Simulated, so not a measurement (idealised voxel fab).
The process module presented herein is designated voxel ribs on slabs.
This is section cut - it's 150 nm across, gridded in 5 nm square cells.
When this document writes out a cross-section, it uses a grid of square cells and lists it as bands, beginning at the top and moving down, with a band standing for one or more rows of cells. The band entry comprises the height of the band's top followed by the height of its bottom, expressed in nm, and subsequently the band's materials from left to right, each stated together with its width in nm. Where a single material is marked with the word "full width", that material fills the band from edge to edge. The word "blank" represents empty space. Height reference: 0 = level under which incoming wafer is all one material. Lowest band: no bottom, runs on downward, e.g. "0 -> down". Note: "30..40" means the width goes from the first number (top row of the band) to the second number (bottom row) in equal steps per row of cells. Any step labelled "changes: none" changed none of the cells in the cross-section. If an empty space has no open way to the top and is at least 8 cells in size, "Closed void roster" lists it, written width x height at distance, where distance is measured from the left edge and every value is in nm. Step line, after settings: the simulator's comment on this step. Each step line may optionally specify "overlay nm", which for a step with a mask gives the rightward distance between the mask's planned place and where it lay, a negative value indicating the leftward direction.

Set out below are the planned steps of the process:
- 1: RECEIVE (material Si)
- 2: DIRECTIONAL_DEP (material SiO2; thk nm 20)
- 3: DIRECTIONAL_DEP (material polySi; thk nm 15)
- 4: PATTERN (tone cover; mask id RIB; material resist; width nm 25; thk nm 20; overlay nm 0)
- 5: DIRECTIONAL_ETCH (etch materials polySi; depth nm 10)
- 6: STRIP (etch materials resist)
- 7: PATTERN (tone cover; mask id SLAB; material resist; width nm 85; thk nm 20; overlay nm 0)
- 8: DIRECTIONAL_ETCH (etch materials polySi; depth nm 5)
- 9: STRIP (etch materials resist)
- 10: FILL_DEP (material SiO2; thk nm 20)
- 11: CMP (height nm 45)
- 12: DIRECTIONAL_DEP (material W; thk nm 10)
- 13: MASKED_ETCH (tone cover; mask id HEATER; width nm 35; etch materials W; depth nm 10; overlay nm -15)
- 14: CONFORMAL_DEP (material SiN; thk nm 10)
The plan shows the overlay nm of step 13 as the first wafer had it; this setting differs between the wafers, which start out alike.

Cut through the first of several wafers as received, post step 1:
  0 -> down | Si full width
  Closed void roster: none

Cross-section, first of several wafers, end of module, after last step 14:
  65 -> 55 | blank 30 nm, SiN 55 nm, blank 65 nm
  55 -> 45 | SiN 40 nm, W 35 nm, SiN 75 nm
  45 -> 35 | SiO2 full width
  35 -> 25 | SiO2 60 nm, polySi 25 nm, SiO2 65 nm
  25 -> 20 | SiO2 30 nm, polySi 85 nm, SiO2 35 nm
  20 -> 0 | SiO2 full width
  0 -> down | Si full width
  Closed void roster: none

last wafer at the end:
  65 -> 55 | blank 60 nm, SiN 55 nm, blank 35 nm
  55 -> 45 | SiN 70 nm, W 35 nm, SiN 45 nm
  45 -> 35 | SiO2 full width
  35 -> 25 | SiO2 60 nm, polySi 25 nm, SiO2 65 nm
  25 -> 20 | SiO2 30 nm, polySi 85 nm, SiO2 35 nm
  20 -> 0 | SiO2 full width
  0 -> down | Si full width
  Closed void roster: none

Below is a per-wafer table. In it, each row describes the wafer at the end of the module by giving, for each material, the number of cells gained (+) or lost (-) since the wafer was received, and after that the closed voids of the wafer:
overlay nm -15; +68 SiN; +243 SiO2; +14 W; +27 polySi; Closed void roster: none
overlay nm -10; +68 SiN; +243 SiO2; +14 W; +27 polySi; Closed void roster: none
overlay nm -5; +68 SiN; +243 SiO2; +14 W; +27 polySi; Closed void roster: none
overlay nm 0; +68 SiN; +243 SiO2; +14 W; +27 polySi; Closed void roster: none
overlay nm 5; +68 SiN; +243 SiO2; +14 W; +27 polySi; Closed void roster: none
overlay nm 10; +68 SiN; +243 SiO2; +14 W; +27 polySi; Closed void roster: none
overlay nm 15; +68 SiN; +243 SiO2; +14 W; +27 polySi; Closed void roster: none
